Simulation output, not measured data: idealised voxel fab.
Presented below is a process module, voxel wiring stack.
FYI the section here is cut, 170 nm wide, cells are 5 nm squares.
Cross-section = grid of square cells, listed top down in bands; band = one or more rows.
Basically the band line says how high the top is and how high the bottom is, in nm, and then what's in it from left to right, every material with its width in nm. Empty space shows up as "blank", and if a single material carries "throughout" it runs the full band edge to edge.
Height is counted from the level 0, under which the received wafer is composed throughout of one material. The lowest of the bands is not closed at the bottom but continues downward, in the notation "top 0, no bottom".
Width: "30..40" (first number = top row, second number = bottom row, same change from row to row of cells).
What does "nothing different" mean for a step? It means no cell of the cross-section changed in that step.
What "Closed internal voids" gives you is every empty space of 8 cells or more that is cut off from the top. Each appears as width x height at distance, with the distance taken from the left edge and width, height and distance all in nm.
It should be noted that, on the line of a given step, the content following the step's settings is a remark produced by the simulator itself with respect to that step.
What "overlay nm" on a step's line means: if the step has a mask, that mask lay this far to the right of its planned place, or, when the value is negative, to the left.
Everything after this point is organized in pairs: a cross-section before one process step, a cross-section after it that shows only as deep as the lowest changed band, and, under the pair, the intervening step with its settings. Because different runs of this module on the same starting wafer can supply different pairs, a pair continues from the pair above it only if its entry headed "Ahead of processing" says so.
# Ahead of processing
* top 115, bottom 95  resist (15) / blank (25) / resist (30) / blank (25) / resist (30) / blank (25) / resist (20)
* top 95, bottom 85  aC (15) / blank (25) / aC (30) / blank (25) / aC (30) / blank (25) / aC (20)
* top 85, bottom 50  SiO2 (15) / blank (15) / SiO2 (40) / blank (15) / SiO2 (40) / blank (15) / SiO2 (30)
* top 50, bottom 45  SiCN throughout
* top 45, bottom 20  lowk (20) / TiN (5) / Ru (10) / TiN (5) / lowk (35) / TiN (5) / Ru (10) / TiN (5) / lowk (35) / TiN (5) / Ru (10) / TiN (5) / lowk (20)
* top 20, bottom 15  SiCN (20) / TiN (20) / SiCN (35) / TiN (20) / SiCN (35) / TiN (20) / SiCN (20)
* top 15, bottom 0  SiO2 throughout
* top 0, no bottom  Si throughout
* Closed internal voids: none
# Result of Step
* top 95, bottom 85  aC (15) / blank (25) / aC (30) / blank (25) / aC (30) / blank (25) / aC (20)
* No changes below 85.
* Closed internal voids: none
Intermediate step for the cross-sections above: STRIP [etch materials resist]
Ahead of processing: cross-section not repeated; it is the one shown after the step in the pair just above.
# Result of Step
* top 95, bottom 85  aC (15) / blank (25) / aC (30) / blank (25) / aC (30) / blank (25) / aC (20)
* top 85, bottom 65  SiO2 (15) / blank (25) / SiO2 (30) / blank (25) / SiO2 (30) / blank (25) / SiO2 (20)
* No changes below 65.
* Closed internal voids: none
Intermediate step for the cross-sections above: DIRECTIONAL_ETCH [etch materials SiO2] [depth nm 20]
Ahead of processing: cross-section not repeated; it is the one shown after the step in the pair just above.
# Result of Step
* top 95, bottom 85  aC (15) / blank (25) / aC (30) / blank (25) / aC (30) / blank (25) / aC (20)
* top 85, bottom 65  SiO2 (15) / blank (25) / SiO2 (30) / blank (25) / SiO2 (30) / blank (25) / SiO2 (20)
* top 65, bottom 50  SiO2 (15) / blank (15) / SiO2 (40) / blank (15) / SiO2 (40) / blank (15) / SiO2 (30)
* top 50, bottom 45  SiCN (15) / blank (15) / SiCN (40) / blank (15) / SiCN (40) / blank (15) / SiCN (30)
* No changes below 45.
* Closed internal voids: none
Intermediate step for the cross-sections above: DIRECTIONAL_ETCH [etch materials SiCN] [depth nm 5]
Ahead of processing: cross-section not repeated; it is the one shown after the step in the pair just above.
# Result of Step
* top 85, bottom 65  SiO2 (15) / blank (25) / SiO2 (30) / blank (25) / SiO2 (30) / blank (25) / SiO2 (20)
* No changes below 65.
* Closed internal voids: none
Intermediate step for the cross-sections above: STRIP [etch materials aC]
Ahead of processing: cross-section not repeated; it is the one shown after the step in the pair just above.
# Result of Step
* top 90, bottom 85  TiN (20) / blank (15) / TiN (40) / blank (15) / TiN (40) / blank (15) / TiN (25)
* top 85, bottom 70  SiO2 (15) / TiN (5) / blank (15) / TiN (5) / SiO2 (30) / TiN (5) / blank (15) / TiN (5) / SiO2 (30) / TiN (5) / blank (15) / TiN (5) / SiO2 (20)
* top 70, bottom 65  SiO2 (15) / TiN (5) / blank (5) / TiN (15) / SiO2 (30) / TiN (5) / blank (5) / TiN (15) / SiO2 (30) / TiN (5) / blank (5) / TiN (15) / SiO2 (20)
* top 65, bottom 50  SiO2 (15) / TiN (5) / blank (5) / TiN (5) / SiO2 (40) / TiN (5) / blank (5) / TiN (5) / SiO2 (40) / TiN (5) / blank (5) / TiN (5) / SiO2 (30)
* top 50, bottom 45  SiCN (15) / TiN (15) / SiCN (40) / TiN (15) / SiCN (40) / TiN (15) / SiCN (30)
* No changes below 45.
* Closed internal voids: none
Intermediate step for the cross-sections above: CONFORMAL_DEP [material TiN] [thk nm 5]
Ahead of processing: cross-section not repeated; it is the one shown after the step in the pair just above.
# Result of Step
* top 95, bottom 90  Cu throughout
* top 90, bottom 85  TiN (20) / Cu (15) / TiN (40) / Cu (15) / TiN (40) / Cu (15) / TiN (25)
* top 85, bottom 70  SiO2 (15) / TiN (5) / Cu (15) / TiN (5) / SiO2 (30) / TiN (5) / Cu (15) / TiN (5) / SiO2 (30) / TiN (5) / Cu (15) / TiN (5) / SiO2 (20)
* top 70, bottom 65  SiO2 (15) / TiN (5) / Cu (5) / TiN (15) / SiO2 (30) / TiN (5) / Cu (5) / TiN (15) / SiO2 (30) / TiN (5) / Cu (5) / TiN (15) / SiO2 (20)
* top 65, bottom 50  SiO2 (15) / TiN (5) / Cu (5) / TiN (5) / SiO2 (40) / TiN (5) / Cu (5) / TiN (5) / SiO2 (40) / TiN (5) / Cu (5) / TiN (5) / SiO2 (30)
* No changes below 50.
* Closed internal voids: none
Intermediate step for the cross-sections above: FILL_DEP [material Cu] [thk nm 5]
Ahead of processing: cross-section not repeated; it is the one shown after the step in the pair just above.
# Result of Step
* top 85, bottom 70  SiO2 (15) / TiN (5) / Cu (15) / TiN (5) / SiO2 (30) / TiN (5) / Cu (15) / TiN (5) / SiO2 (30) / TiN (5) / Cu (15) / TiN (5) / SiO2 (20)
* No changes below 70.
* Closed internal voids: none
Intermediate step for the cross-sections above: CMP [height nm 85]
Ahead of processing: cross-section not repeated; it is the one shown after the step in the pair just above.
# Result of Step
* top 90, bottom 85  SiCN throughout
* No changes below 85.
* Closed internal voids: none
Intermediate step for the cross-sections above: CONFORMAL_DEP [material SiCN] [thk nm 5]
# Ahead of processing
* top 85, bottom 50  SiO2 throughout
* top 50, bottom 45  SiCN throughout
* top 45, bottom 20  lowk (15) / TiN (5) / Ru (15) / TiN (5) / lowk (30) / TiN (5) / Ru (15) / TiN (5) / lowk (30) / TiN (5) / Ru (15) / TiN (5) / lowk (20)
* top 20, bottom 15  SiCN (15) / TiN (25) / SiCN (30) / TiN (25) / SiCN (30) / TiN (25) / SiCN (20)
* top 15, bottom 0  SiO2 throughout
* top 0, no bottom  Si throughout
* Closed internal voids: none
# Result of Step
* top 100, bottom 85  resist (25) / blank (15) / resist (40) / blank (15) / resist (40) / blank (15) / resist (20)
* No changes below 85.
* Closed internal voids: none
Intermediate step for the cross-sections above: PATTERN [tone open] [mask id METAL_2_HOLES] [material resist] [width nm 15] [pitch nm 55] [thk nm 15] [overlay nm 10]
Ahead of processing: cross-section not repeated; it is the one shown after the step in the pair just above.
# Result of Step
* top 100, bottom 85  resist (25) / blank (15) / resist (40) / blank (15) / resist (40) / blank (15) / resist (20)
* top 85, bottom 50  SiO2 (25) / blank (15) / SiO2 (40) / blank (15) / SiO2 (40) / blank (15) / SiO2 (20)
* No changes below 50.
* Closed internal voids: none
Intermediate step for the cross-sections above: DIRECTIONAL_ETCH [etch materials SiO2] [depth nm 35]
Ahead of processing: cross-section not repeated; it is the one shown after the step in the pair just above.
# Result of Step
* top 85, bottom 50  SiO2 (25) / blank (15) / SiO2 (40) / blank (15) / SiO2 (40) / blank (15) / SiO2 (20)
* No changes below 50.
* Closed internal voids: none
Intermediate step for the cross-sections above: STRIP [etch materials resist]
Ahead of processing: cross-section not repeated; it is the one shown after the step in the pair just above.
# Result of Step
* top 95, bottom 85  aC (25) / blank (15) / aC (40) / blank (15) / aC (40) / blank (15) / aC (20)
* top 85, bottom 60  SiO2 (25) / blank (15) / SiO2 (40) / blank (15) / SiO2 (40) / blank (15) / SiO2 (20)
* top 60, bottom 50  SiO2 (25) / aC (15) / SiO2 (40) / aC (15) / SiO2 (40) / aC (15) / SiO2 (20)
* No changes below 50.
* Closed internal voids: none
Intermediate step for the cross-sections above: DIRECTIONAL_DEP [material aC] [thk nm 10]
Ahead of processing: cross-section not repeated; it is the one shown after the step in the pair just above.
# Result of Step
* top 125, bottom 95  resist (15) / blank (25) / resist (30) / blank (25) / resist (30) / blank (25) / resist (20)
* No changes below 95.
* Closed internal voids: none
Intermediate step for the cross-sections above: PATTERN [tone open] [mask id METAL_2] [material resist] [width nm 25] [pitch nm 55] [thk nm 30] [overlay nm 0]
Ahead of processing: cross-section not repeated; it is the one shown after the step in the pair just above.
# Result of Step
* top 115, bottom 95  resist (15) / blank (25) / resist (30) / blank (25) / resist (30) / blank (25) / resist (20)
* top 95, bottom 85  aC (15) / blank (25) / aC (30) / blank (25) / aC (30) / blank (25) / aC (20)
* top 85, bottom 50  SiO2 (25) / blank (15) / SiO2 (40) / blank (15) / SiO2 (40) / blank (15) / SiO2 (20)
* No changes below 50.
* Closed internal voids: none
Intermediate step for the cross-sections above: DIRECTIONAL_ETCH [etch materials aC] [depth nm 10]
Ahead of processing: cross-section not repeated; it is the one shown after the step in the pair just above.
# Result of Step
* top 95, bottom 85  aC (15) / blank (25) / aC (30) / blank (25) / aC (30) / blank (25) / aC (20)
* No changes below 85.
* Closed internal voids: none
Intermediate step for the cross-sections above: STRIP [etch materials resist]
Ahead of processing: cross-section not repeated; it is the one shown after the step in the pair just above.
# Result of Step
* top 95, bottom 85  aC (15) / blank (25) / aC (30) / blank (25) / aC (30) / blank (25) / aC (20)
* top 85, bottom 65  SiO2 (15) / blank (25) / SiO2 (30) / blank (25) / SiO2 (30) / blank (25) / SiO2 (20)
* No changes below 65.
* Closed internal voids: none
Intermediate step for the cross-sections above: DIRECTIONAL_ETCH [etch materials SiO2] [depth nm 20]
Ahead of processing: cross-section not repeated; it is the one shown after the step in the pair just above.
# Result of Step
* top 95, bottom 85  aC (15) / blank (25) / aC (30) / blank (25) / aC (30) / blank (25) / aC (20)
* top 85, bottom 65  SiO2 (15) / blank (25) / SiO2 (30) / blank (25) / SiO2 (30) / blank (25) / SiO2 (20)
* top 65, bottom 50  SiO2 (25) / blank (15) / SiO2 (40) / blank (15) / SiO2 (40) / blank (15) / SiO2 (20)
* top 50, bottom 45  SiCN (25) / blank (15) / SiCN (40) / blank (15) / SiCN (40) / blank (15) / SiCN (20)
* No changes below 45.
* Closed internal voids: none
Intermediate step for the cross-sections above: DIRECTIONAL_ETCH [etch materials SiCN] [depth nm 5]
Ahead of processing: cross-section not repeated; it is the one shown after the step in the pair just above.
# Result of Step
* top 85, bottom 65  SiO2 (15) / blank (25) / SiO2 (30) / blank (25) / SiO2 (30) / blank (25) / SiO2 (20)
* No changes below 65.
* Closed internal voids: none
Intermediate step for the cross-sections above: STRIP [etch materials aC]
Ahead of processing: cross-section not repeated; it is the one shown after the step in the pair just above.
# Result of Step
* top 90, bottom 85  TiN (20) / blank (15) / TiN (40) / blank (15) / TiN (40) / blank (15) / TiN (25)
* top 85, bottom 70  SiO2 (15) / TiN (5) / blank (15) / TiN (5) / SiO2 (30) / TiN (5) / blank (15) / TiN (5) / SiO2 (30) / TiN (5) / blank (15) / TiN (5) / SiO2 (20)
* top 70, bottom 65  SiO2 (15) / TiN (15) / blank (5) / TiN (5) / SiO2 (30) / TiN (15) / blank (5) / TiN (5) / SiO2 (30) / TiN (15) / blank (5) / TiN (5) / SiO2 (20)
* top 65, bottom 50  SiO2 (25) / TiN (5) / blank (5) / TiN (5) / SiO2 (40) / TiN (5) / blank (5) / TiN (5) / SiO2 (40) / TiN (5) / blank (5) / TiN (5) / SiO2 (20)
* top 50, bottom 45  SiCN (25) / TiN (15) / SiCN (40) / TiN (15) / SiCN (40) / TiN (15) / SiCN (20)
* No changes below 45.
* Closed internal voids: none
Intermediate step for the cross-sections above: CONFORMAL_DEP [material TiN] [thk nm 5]
Ahead of processing: cross-section not repeated; it is the one shown after the step in the pair just above.
# Result of Step
* top 95, bottom 90  Cu throughout
* top 90, bottom 85  TiN (20) / Cu (15) / TiN (40) / Cu (15) / TiN (40) / Cu (15) / TiN (25)
* top 85, bottom 70  SiO2 (15) / TiN (5) / Cu (15) / TiN (5) / SiO2 (30) / TiN (5) / Cu (15) / TiN (5) / SiO2 (30) / TiN (5) / Cu (15) / TiN (5) / SiO2 (20)
* top 70, bottom 65  SiO2 (15) / TiN (15) / Cu (5) / TiN (5) / SiO2 (30) / TiN (15) / Cu (5) / TiN (5) / SiO2 (30) / TiN (15) / Cu (5) / TiN (5) / SiO2 (20)
* top 65, bottom 50  SiO2 (25) / TiN (5) / Cu (5) / TiN (5) / SiO2 (40) / TiN (5) / Cu (5) / TiN (5) / SiO2 (40) / TiN (5) / Cu (5) / TiN (5) / SiO2 (20)
* No changes below 50.
* Closed internal voids: none
Intermediate step for the cross-sections above: FILL_DEP [material Cu] [thk nm 5]
Ahead of processing: cross-section not repeated; it is the one shown after the step in the pair just above.
# Result of Step
* top 85, bottom 70  SiO2 (15) / TiN (5) / Cu (15) / TiN (5) / SiO2 (30) / TiN (5) / Cu (15) / TiN (5) / SiO2 (30) / TiN (5) / Cu (15) / TiN (5) / SiO2 (20)
* No changes below 70.
* Closed internal voids: none
Intermediate step for the cross-sections above: CMP [height nm 85]
Ahead of processing: cross-section not repeated; it is the one shown after the step in the pair just above.
# Result of Step
* top 90, bottom 85  SiCN throughout
* No changes below 85.
* Closed internal voids: none
Intermediate step for the cross-sections above: CONFORMAL_DEP [material SiCN] [thk nm 5]
# Ahead of processing
* top 0, no bottom  Si throughout
* Closed internal voids: none
# Result of Step
* top 15, bottom 0  SiCN throughout
* No changes below 0.
* Closed internal voids: none
Intermediate step for the cross-sections above: CONFORMAL_DEP [material SiCN] [thk nm 15]
Ahead of processing: cross-section not repeated; it is the one shown after the step in the pair just above.
# Result of Step
* top 20, bottom 0  SiCN throughout
* No changes below 0.
* Closed internal voids: none
Intermediate step for the cross-sections above: CONFORMAL_DEP [material SiCN] [thk nm 5]
Ahead of processing: cross-section not repeated; it is the one shown after the step in the pair just above.
# Result of Step
* top 45, bottom 20  lowk throughout
* No changes below 20.
* Closed internal voids: none
Intermediate step for the cross-sections above: DIRECTIONAL_DEP [material lowk] [thk nm 25]
Ahead of processing: cross-section not repeated; it is the one shown after the step in the pair just above.
# Result of Step
* top 45, bottom 20  lowk (15) / blank (25) / lowk (30) / blank (25) / lowk (30) / blank (25) / lowk (20)
* No changes below 20.
* Closed internal voids: none
Intermediate step for the cross-sections above: MASKED_ETCH [tone open] [mask id METAL_1] [width nm 25] [pitch nm 55] [etch materials lowk] [depth nm 25] [overlay nm 0]
Ahead of processing: cross-section not repeated; it is the one shown after the step in the pair just above.
# Result of Step
* top 45, bottom 20  lowk (15) / blank (25) / lowk (30) / blank (25) / lowk (30) / blank (25) / lowk (20)
* top 20, bottom 15  SiCN (15) / blank (25) / SiCN (30) / blank (25) / SiCN (30) / blank (25) / SiCN (20)
* No changes below 15.
* Closed internal voids: none
Intermediate step for the cross-sections above: MASKED_ETCH [tone open] [mask id METAL_1] [width nm 25] [pitch nm 55] [etch materials SiCN] [depth nm 5] [overlay nm 0]
Ahead of processing: cross-section not repeated; it is the one shown after the step in the pair just above.
# Result of Step
* top 50, bottom 45  TiN (20) / blank (15) / TiN (40) / blank (15) / TiN (40) / blank (15) / TiN (25)
* top 45, bottom 20  lowk (15) / TiN (5) / blank (15) / TiN (5) / lowk (30) / TiN (5) / blank (15) / TiN (5) / lowk (30) / TiN (5) / blank (15) / TiN (5) / lowk (20)
* top 20, bottom 15  SiCN (15) / TiN (25) / SiCN (30) / TiN (25) / SiCN (30) / TiN (25) / SiCN (20)
* No changes below 15.
* Closed internal voids: none
Intermediate step for the cross-sections above: CONFORMAL_DEP [material TiN] [thk nm 5]
Ahead of processing: cross-section not repeated; it is the one shown after the step in the pair just above.
# Result of Step
* top 60, bottom 50  Ru throughout
* top 50, bottom 45  TiN (20) / Ru (15) / TiN (40) / Ru (15) / TiN (40) / Ru (15) / TiN (25)
* top 45, bottom 20  lowk (15) / TiN (5) / Ru (15) / TiN (5) / lowk (30) / TiN (5) / Ru (15) / TiN (5) / lowk (30) / TiN (5) / Ru (15) / TiN (5) / lowk (20)
* No changes below 20.
* Closed internal voids: none
Intermediate step for the cross-sections above: FILL_DEP [material Ru] [thk nm 10]
Ahead of processing: cross-section not repeated; it is the one shown after the step in the pair just above.
# Result of Step
* top 45, bottom 20  lowk (15) / TiN (5) / Ru (15) / TiN (5) / lowk (30) / TiN (5) / Ru (15) / TiN (5) / lowk (30) / TiN (5) / Ru (15) / TiN (5) / lowk (20)
* No changes below 20.
* Closed internal voids: none
Intermediate step for the cross-sections above: CMP [height nm 45]
Ahead of processing: cross-section not repeated; it is the one shown after the step in the pair just above.
# Result of Step
* top 50, bottom 45  SiCN throughout
* No changes below 45.
* Closed internal voids: none
Intermediate step for the cross-sections above: CONFORMAL_DEP [material SiCN] [thk nm 5]
Ahead of processing: cross-section not repeated; it is the one shown after the step in the pair just above.
# Result of Step
* top 85, bottom 50  SiO2 throughout
* No changes below 50.
* Closed internal voids: none
Intermediate step for the cross-sections above: DIRECTIONAL_DEP [material SiO2] [thk nm 35]
Ahead of processing: cross-section not repeated; it is the one shown after the step in the pair just above.
# Result of Step
* top 100, bottom 85  resist (15) / blank (15) / resist (40) / blank (15) / resist (40) / blank (15) / resist (30)
* No changes below 85.
* Closed internal voids: none
Intermediate step for the cross-sections above: PATTERN [tone open] [mask id METAL_2_HOLES] [material resist] [width nm 15] [pitch nm 55] [thk nm 15] [overlay nm 0]
Ahead of processing: cross-section not repeated; it is the one shown after the step in the pair just above.
# Result of Step
* top 100, bottom 85  resist (15) / blank (15) / resist (40) / blank (15) / resist (40) / blank (15) / resist (30)
* top 85, bottom 50  SiO2 (15) / blank (15) / SiO2 (40) / blank (15) / SiO2 (40) / blank (15) / SiO2 (30)
* No changes below 50.
* Closed internal voids: none
Intermediate step for the cross-sections above: DIRECTIONAL_ETCH [etch materials SiO2] [depth nm 35]
Ahead of processing: cross-section not repeated; it is the one shown after the step in the pair just above.
# Result of Step
* top 85, bottom 50  SiO2 (15) / blank (15) / SiO2 (40) / blank (15) / SiO2 (40) / blank (15) / SiO2 (30)
* No changes below 50.
* Closed internal voids: none
Intermediate step for the cross-sections above: STRIP [etch materials resist]
Ahead of processing: cross-section not repeated; it is the one shown after the step in the pair just above.
# Result of Step
* top 95, bottom 85  aC (15) / blank (15) / aC (40) / blank (15) / aC (40) / blank (15) / aC (30)
* top 85, bottom 60  SiO2 (15) / blank (15) / SiO2 (40) / blank (15) / SiO2 (40) / blank (15) / SiO2 (30)
* top 60, bottom 50  SiO2 (15) / aC (15) / SiO2 (40) / aC (15) / SiO2 (40) / aC (15) / SiO2 (30)
* No changes below 50.
* Closed internal voids: none
Intermediate step for the cross-sections above: DIRECTIONAL_DEP [material aC] [thk nm 10]
Ahead of processing: cross-section not repeated; it is the one shown after the step in the pair just above.
# Result of Step
* top 125, bottom 95  resist (15) / blank (25) / resist (30) / blank (25) / resist (30) / blank (25) / resist (20)
* No changes below 95.
* Closed internal voids: none
Intermediate step for the cross-sections above: PATTERN [tone open] [mask id METAL_2] [material resist] [width nm 25] [pitch nm 55] [thk nm 30] [overlay nm 0]
Ahead of processing: cross-section not repeated; it is the one shown after the step in the pair just above.
# Result of Step
* top 115, bottom 95  resist (15) / blank (25) / resist (30) / blank (25) / resist (30) / blank (25) / resist (20)
* top 95, bottom 85  aC (15) / blank (25) / aC (30) / blank (25) / aC (30) / blank (25) / aC (20)
* top 85, bottom 50  SiO2 (15) / blank (15) / SiO2 (40) / blank (15) / SiO2 (40) / blank (15) / SiO2 (30)
* No changes below 50.
* Closed internal voids: none
Intermediate step for the cross-sections above: DIRECTIONAL_ETCH [etch materials aC] [depth nm 10]
Ahead of processing: cross-section not repeated; it is the one shown after the step in the pair just above.
# Result of Step
* top 95, bottom 85  aC (15) / blank (25) / aC (30) / blank (25) / aC (30) / blank (25) / aC (20)
* No changes below 85.
* Closed internal voids: none
Intermediate step for the cross-sections above: STRIP [etch materials resist]
Ahead of processing: cross-section not repeated; it is the one shown after the step in the pair just above.
# Result of Step
* top 95, bottom 85  aC (15) / blank (25) / aC (30) / blank (25) / aC (30) / blank (25) / aC (20)
* top 85, bottom 65  SiO2 (15) / blank (25) / SiO2 (30) / blank (25) / SiO2 (30) / blank (25) / SiO2 (20)
* No changes below 65.
* Closed internal voids: none
Intermediate step for the cross-sections above: DIRECTIONAL_ETCH [etch materials SiO2] [depth nm 20]
Ahead of processing: cross-section not repeated; it is the one shown after the step in the pair just above.
# Result of Step
* top 95, bottom 85  aC (15) / blank (25) / aC (30) / blank (25) / aC (30) / blank (25) / aC (20)
* top 85, bottom 65  SiO2 (15) / blank (25) / SiO2 (30) / blank (25) / SiO2 (30) / blank (25) / SiO2 (20)
* top 65, bottom 50  SiO2 (15) / blank (15) / SiO2 (40) / blank (15) / SiO2 (40) / blank (15) / SiO2 (30)
* top 50, bottom 45  SiCN (15) / blank (15) / SiCN (40) / blank (15) / SiCN (40) / blank (15) / SiCN (30)
* No changes below 45.
* Closed internal voids: none
Intermediate step for the cross-sections above: DIRECTIONAL_ETCH [etch materials SiCN] [depth nm 5]
Ahead of processing: cross-section not repeated; it is the one shown after the step in the pair just above.
# Result of Step
* top 85, bottom 65  SiO2 (15) / blank (25) / SiO2 (30) / blank (25) / SiO2 (30) / blank (25) / SiO2 (20)
* No changes below 65.
* Closed internal voids: none
Intermediate step for the cross-sections above: STRIP [etch materials aC]
Ahead of processing: cross-section not repeated; it is the one shown after the step in the pair just above.
# Result of Step
* top 90, bottom 85  TiN (20) / blank (15) / TiN (40) / blank (15) / TiN (40) / blank (15) / TiN (25)
* top 85, bottom 70  SiO2 (15) / TiN (5) / blank (15) / TiN (5) / SiO2 (30) / TiN (5) / blank (15) / TiN (5) / SiO2 (30) / TiN (5) / blank (15) / TiN (5) / SiO2 (20)
* top 70, bottom 65  SiO2 (15) / TiN (5) / blank (5) / TiN (15) / SiO2 (30) / TiN (5) / blank (5) / TiN (15) / SiO2 (30) / TiN (5) / blank (5) / TiN (15) / SiO2 (20)
* top 65, bottom 50  SiO2 (15) / TiN (5) / blank (5) / TiN (5) / SiO2 (40) / TiN (5) / blank (5) / TiN (5) / SiO2 (40) / TiN (5) / blank (5) / TiN (5) / SiO2 (30)
* top 50, bottom 45  SiCN (15) / TiN (15) / SiCN (40) / TiN (15) / SiCN (40) / TiN (15) / SiCN (30)
* No changes below 45.
* Closed internal voids: none
Intermediate step for the cross-sections above: CONFORMAL_DEP [material TiN] [thk nm 5]
Ahead of processing: cross-section not repeated; it is the one shown after the step in the pair just above.
# Result of Step
* top 95, bottom 90  Cu throughout
* top 90, bottom 85  TiN (20) / Cu (15) / TiN (40) / Cu (15) / TiN (40) / Cu (15) / TiN (25)
* top 85, bottom 70  SiO2 (15) / TiN (5) / Cu (15) / TiN (5) / SiO2 (30) / TiN (5) / Cu (15) / TiN (5) / SiO2 (30) / TiN (5) / Cu (15) / TiN (5) / SiO2 (20)
* top 70, bottom 65  SiO2 (15) / TiN (5) / Cu (5) / TiN (15) / SiO2 (30) / TiN (5) / Cu (5) / TiN (15) / SiO2 (30) / TiN (5) / Cu (5) / TiN (15) / SiO2 (20)
* top 65, bottom 50  SiO2 (15) / TiN (5) / Cu (5) / TiN (5) / SiO2 (40) / TiN (5) / Cu (5) / TiN (5) / SiO2 (40) / TiN (5) / Cu (5) / TiN (5) / SiO2 (30)
* No changes below 50.
* Closed internal voids: none
Intermediate step for the cross-sections above: FILL_DEP [material Cu] [thk nm 5]
Ahead of processing: cross-section not repeated; it is the one shown after the step in the pair just above.
# Result of Step
* top 85, bottom 70  SiO2 (15) / TiN (5) / Cu (15) / TiN (5) / SiO2 (30) / TiN (5) / Cu (15) / TiN (5) / SiO2 (30) / TiN (5) / Cu (15) / TiN (5) / SiO2 (20)
* No changes below 70.
* Closed internal voids: none
Intermediate step for the cross-sections above: CMP [height nm 85]
Ahead of processing: cross-section not repeated; it is the one shown after the step in the pair just above.
# Result of Step
* top 90, bottom 85  SiCN throughout
* No changes below 85.
* Closed internal voids: none
Intermediate step for the cross-sections above: CONFORMAL_DEP [material SiCN] [thk nm 5]
# Ahead of processing
* top 95, bottom 85  aC (15) / blank (15) / aC (40) / blank (15) / aC (40) / blank (15) / aC (30)
* top 85, bottom 60  SiO2 (15) / blank (15) / SiO2 (40) / blank (15) / SiO2 (40) / blank (15) / SiO2 (30)
* top 60, bottom 50  SiO2 (15) / aC (15) / SiO2 (40) / aC (15) / SiO2 (40) / aC (15) / SiO2 (30)
* top 50, bottom 45  SiCN throughout
* top 45, bottom 20  lowk (15) / TiN (5) / Ru (15) / TiN (5) / lowk (30) / TiN (5) / Ru (15) / TiN (5) / lowk (30) / TiN (5) / Ru (15) / TiN (5) / lowk (20)
* top 20, bottom 15  SiCN (15) / TiN (25) / SiCN (30) / TiN (25) / SiCN (30) / TiN (25) / SiCN (20)
* top 15, bottom 0  SiO2 throughout
* top 0, no bottom  Si throughout
* Closed internal voids: none
# Result of Step
* top 125, bottom 95  blank (15) / resist (25) / blank (30) / resist (25) / blank (30) / resist (25) / blank (20)
* top 95, bottom 85  aC (15) / resist (15) / aC (40) / resist (15) / aC (40) / resist (15) / aC (30)
* top 85, bottom 60  SiO2 (15) / resist (15) / SiO2 (40) / resist (15) / SiO2 (40) / resist (15) / SiO2 (30)
* No changes below 60.
* Closed internal voids: none
Intermediate step for the cross-sections above: PATTERN [tone cover] [mask id METAL_2] [material resist] [width nm 25] [pitch nm 55] [thk nm 30] [overlay nm 0]
Ahead of processing: cross-section not repeated; it is the one shown after the step in the pair just above.
# Result of Step
* top 115, bottom 95  blank (15) / resist (25) / blank (30) / resist (25) / blank (30) / resist (25) / blank (20)
* top 95, bottom 85  blank (15) / resist (15) / aC (10) / blank (30) / resist (15) / aC (10) / blank (30) / resist (15) / aC (10) / blank (20)
* No changes below 85.
* Closed internal voids: none
Intermediate step for the cross-sections above: DIRECTIONAL_ETCH [etch materials aC] [depth nm 10]
Ahead of processing: cross-section not repeated; it is the one shown after the step in the pair just above.
# Result of Step
* top 95, bottom 85  blank (30) / aC (10) / blank (45) / aC (10) / blank (45) / aC (10) / blank (20)
* top 85, bottom 60  SiO2 (15) / blank (15) / SiO2 (40) / blank (15) / SiO2 (40) / blank (15) / SiO2 (30)
* No changes below 60.
* Closed internal voids: none
Intermediate step for the cross-sections above: STRIP [etch materials resist]
Ahead of processing: cross-section not repeated; it is the one shown after the step in the pair just above.
# Result of Step
* top 95, bottom 85  blank (30) / aC (10) / blank (45) / aC (10) / blank (45) / aC (10) / blank (20)
* top 85, bottom 65  blank (30) / SiO2 (10) / blank (45) / SiO2 (10) / blank (45) / SiO2 (10) / blank (20)
* No changes below 65.
* Closed internal voids: none
Intermediate step for the cross-sections above: DIRECTIONAL_ETCH [etch materials SiO2] [depth nm 20]
Ahead of processing: cross-section not repeated; it is the one shown after the step in the pair just above.
# Result of Step
* top 85, bottom 65  blank (30) / SiO2 (10) / blank (45) / SiO2 (10) / blank (45) / SiO2 (10) / blank (20)
* top 65, bottom 50  SiO2 (15) / blank (15) / SiO2 (40) / blank (15) / SiO2 (40) / blank (15) / SiO2 (30)
* No changes below 50.
* Closed internal voids: none
Intermediate step for the cross-sections above: STRIP [etch materials aC]
Ahead of processing: cross-section not repeated; it is the one shown after the step in the pair just above.
# Result of Step
* top 90, bottom 85  blank (25) / TiN (20) / blank (35) / TiN (20) / blank (35) / TiN (20) / blank (15)
* top 85, bottom 70  blank (25) / TiN (5) / SiO2 (10) / TiN (5) / blank (35) / TiN (5) / SiO2 (10) / TiN (5) / blank (35) / TiN (5) / SiO2 (10) / TiN (5) / blank (15)
* top 70, bottom 65  TiN (20) / blank (5) / TiN (5) / SiO2 (10) / TiN (35) / blank (5) / TiN (5) / SiO2 (10) / TiN (35) / blank (5) / TiN (5) / SiO2 (10) / TiN (20)
* top 65, bottom 55  SiO2 (15) / TiN (5) / blank (5) / TiN (5) / SiO2 (40) / TiN (5) / blank (5) / TiN (5) / SiO2 (40) / TiN (5) / blank (5) / TiN (5) / SiO2 (30)
* top 55, bottom 50  SiO2 (15) / TiN (15) / SiO2 (40) / TiN (15) / SiO2 (40) / TiN (15) / SiO2 (30)
* No changes below 50.
* Closed internal voids: none
Intermediate step for the cross-sections above: CONFORMAL_DEP [material TiN] [thk nm 5]
Ahead of processing: cross-section not repeated; it is the one shown after the step in the pair just above.
# Result of Step
* top 95, bottom 90  Cu throughout
* top 90, bottom 85  Cu (25) / TiN (20) / Cu (35) / TiN (20) / Cu (35) / TiN (20) / Cu (15)
* top 85, bottom 70  Cu (25) / TiN (5) / SiO2 (10) / TiN (5) / Cu (35) / TiN (5) / SiO2 (10) / TiN (5) / Cu (35) / TiN (5) / SiO2 (10) / TiN (5) / Cu (15)
* top 70, bottom 65  TiN (20) / Cu (5) / TiN (5) / SiO2 (10) / TiN (35) / Cu (5) / TiN (5) / SiO2 (10) / TiN (35) / Cu (5) / TiN (5) / SiO2 (10) / TiN (20)
* top 65, bottom 55  SiO2 (15) / TiN (5) / Cu (5) / TiN (5) / SiO2 (40) / TiN (5) / Cu (5) / TiN (5) / SiO2 (40) / TiN (5) / Cu (5) / TiN (5) / SiO2 (30)
* No changes below 55.
* Closed internal voids: none
Intermediate step for the cross-sections above: FILL_DEP [material Cu] [thk nm 5]
Ahead of processing: cross-section not repeated; it is the one shown after the step in the pair just above.
# Result of Step
* top 85, bottom 70  Cu (25) / TiN (5) / SiO2 (10) / TiN (5) / Cu (35) / TiN (5) / SiO2 (10) / TiN (5) / Cu (35) / TiN (5) / SiO2 (10) / TiN (5) / Cu (15)
* No changes below 70.
* Closed internal voids: none
Intermediate step for the cross-sections above: CMP [height nm 85]
